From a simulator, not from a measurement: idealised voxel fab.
Process module name: voxel gate over fins
Pictured: cross-section cut, 245 nm wide, on a grid of 5 nm square cells.
How to read a cross-section here: the picture is a grid of square cells, written as bands going from the top down, and any band can span one or more rows of cells.
Within each band entry, the heights of the top and of the bottom of the band appear first, in that order and in nm; the materials of the band then follow from left to right, each with its corresponding width in nm. The designation "edge to edge" on a single material indicates that it fills the band from edge to edge; the designation "empty" indicates empty space.
Beneath 0, the wafer as received is one material, and that level is where height counting begins. The lowest band goes on downward without a bottom; it is written like "top 0, no bottom".
The two numbers in a width such as "30->40" mark its ends across the band: the first belongs to the top row of cells, the second to the bottom row, and from each row to the next the width moves by the same amount.
Step marked "no modifications"? Then no cell in the cross-section changed in it.
Look at "Encapsulated voids" for the closed voids: empty spaces with no open path to the top, sized 8 cells or up. Each is width x height at distance, distance from the left edge, all nm.
Past the settings on a step's line: simulator remark, on that step.
Steps that use a mask can have "overlay nm" on their line. It says how far the mask sat to the right of where it was meant to be. Negative means to the left.
-- Planned step list for the process
| 1 | RECEIVE with material Si |
| 2 | CONFORMAL_DEP with material SiN, thk nm 10 |
| 3 | DIRECTIONAL_DEP with material aC, thk nm 10 |
| 4 | PATTERN with tone cover, mask id FINS, material resist, width nm 15, pitch nm 45, thk nm 30, overlay nm 0 |
| 5 | DIRECTIONAL_ETCH with etch materials aC, depth nm 10 |
| 6 | STRIP with etch materials resist |
| 7 | DIRECTIONAL_ETCH with etch materials SiN, depth nm 10 |
| 8 | DIRECTIONAL_ETCH with etch materials Si, depth nm 30 |
| 9 | STRIP with etch materials aC |
| 10 | FILL_DEP with material SiO2, thk nm 10 |
| 11 | CMP with height nm 10 |
| 12 | SELECTIVE_ETCH with etch materials SiO2, depth nm 20 |
| 13 | STRIP with etch materials SiN |
| 14 | CONFORMAL_DEP with material HfO2, thk nm 5 |
| 15 | CONFORMAL_DEP with material TiN, thk nm 5 |
| 16 | FILL_DEP with material W, thk nm 10 |
| 17 | CMP with height nm 15 |
| 18 | CONFORMAL_DEP with material SiCN, thk nm 5 |
-- Cross-section, incoming material, after step 1
	top 0, no bottom = Si edge to edge
	Encapsulated voids: none
-- The cross-section shown corresponds to the wafer at the conclusion of the module. The initial structure and the process plan are those presented above; however, one mistake occurred in executing the plan
	top 20, bottom 15 = SiCN edge to edge
	top 15, bottom 10 = W edge to edge
	top 10, bottom 5 = W: 80  TiN: 40  W: 5  TiN: 40  W: 80
	top 5, bottom 0 = W: 80  TiN: 5  HfO2: 30  TiN: 5  W: 5  TiN: 5  HfO2: 30  TiN: 5  W: 80
	top 0, bottom -5 = TiN: 85  HfO2: 5  Si: 20  HfO2: 5  TiN: 15  HfO2: 5  Si: 20  HfO2: 5  TiN: 85
	top -5, bottom -10 = HfO2: 90  Si: 20  HfO2: 25  Si: 20  HfO2: 90
	top -10, bottom -30 = SiO2: 90  Si: 20  SiO2: 25  Si: 20  SiO2: 90
	top -30, no bottom = Si edge to edge
	Encapsulated voids: none
What went wrong in running the wafer? step 4 off recipe, ran as PATTERN with tone cover, mask id FINS, material resist, width nm 20, pitch nm 45, thk nm 30, overlay nm 0
